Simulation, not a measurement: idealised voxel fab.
This section sets out a process module, namely voxel ribs on slabs.
The width of the displayed cross-section, cut, is 185 nm; its cells are square, with a size of 5 nm.
If you're reading a cross-section in this doc, picture square cells in a grid; it comes to you as bands, top ones listed first down to the bottom, and a band can be one or more rows of cells.
Heights first: top, then bottom, in nm. Then materials, left to right, each with a width in nm. "all across" on a single material: fills the band edge to edge. "blank": empty space.
Basically, 0 is our baseline, since under it the wafer straight out of the box is all one material. The bottom band has no lower end and keeps on going down, so it looks like "0 nm and below".
The width entry "30->40" should be interpreted row by row: the top row of cells in the band takes the first number, the bottom row takes the second number, and the change between adjacent rows is uniform throughout.
Step note "no change occurred" = no cross-section cell changed.
Reported under the label "Enclosed void listing" are the empty spaces having no open way to the top and comprising 8 cells or more; the notation for each is width x height at distance, in which the distance is measured from the left edge and all three values are in nm.
after a step's settings: what the simulator itself notes on the step
overlay nm: for a step with a mask, the amount by which the mask lay right of where it was planned; a negative amount means left of it.

### Steps in the process plan
1 RECEIVE | material Si
2 DIRECTIONAL_DEP | material SiO2 | thk nm 30
3 DIRECTIONAL_DEP | material SiN | thk nm 20
4 MASKED_ETCH | tone cover | mask id RIB | width nm 25 | etch materials SiN | depth nm 15 | overlay nm 0
5 MASKED_ETCH | tone cover | mask id SLAB | width nm 75 | etch materials SiN | depth nm 5 | overlay nm 0
6 FILL_DEP | material SiO2 | thk nm 25
7 CMP | height nm 70
8 DIRECTIONAL_DEP | material TiN | thk nm 5
9 PATTERN | tone cover | mask id HEATER | material resist | width nm 35 | thk nm 20 | overlay nm 0
10 DIRECTIONAL_ETCH | etch materials TiN | depth nm 5
11 STRIP | etch materials resist
12 CONFORMAL_DEP | material SiN | thk nm 5

### As-received state of the wafer in cross-section, equivalent to post-step 1
	0 nm and below  Si all across
	Enclosed void listing: none

### Wafer cross-section at module end: first of two, run to plan
	80 nm to 75 nm  blank 70 nm  SiN 45 nm  blank 70 nm
	75 nm to 70 nm  SiN 75 nm  TiN 35 nm  SiN 75 nm
	70 nm to 50 nm  SiO2 all across
	50 nm to 35 nm  SiO2 80 nm  SiN 25 nm  SiO2 80 nm
	35 nm to 30 nm  SiO2 55 nm  SiN 75 nm  SiO2 55 nm
	30 nm to 0 nm  SiO2 all across
	0 nm and below  Si all across
	Enclosed void listing: none

### This is the second of the two wafers, cross-sectioned at the end of the module; it started exactly like the first and was given the same plan, but it was run with one mistake
	75 nm to 70 nm  blank 75 nm  TiN 35 nm  blank 75 nm
	70 nm to 50 nm  SiO2 all across
	50 nm to 35 nm  SiO2 80 nm  SiN 25 nm  SiO2 80 nm
	35 nm to 30 nm  SiO2 55 nm  SiN 75 nm  SiO2 55 nm
	30 nm to 0 nm  SiO2 all across
	0 nm and below  Si all across
	Enclosed void listing: none
What was the processing mistake? the plan's step 12 went unexecuted, having been skipped
Final tally in cells, some materials are higher or lower on the second wafer than on the first: SiN: 39 fewer
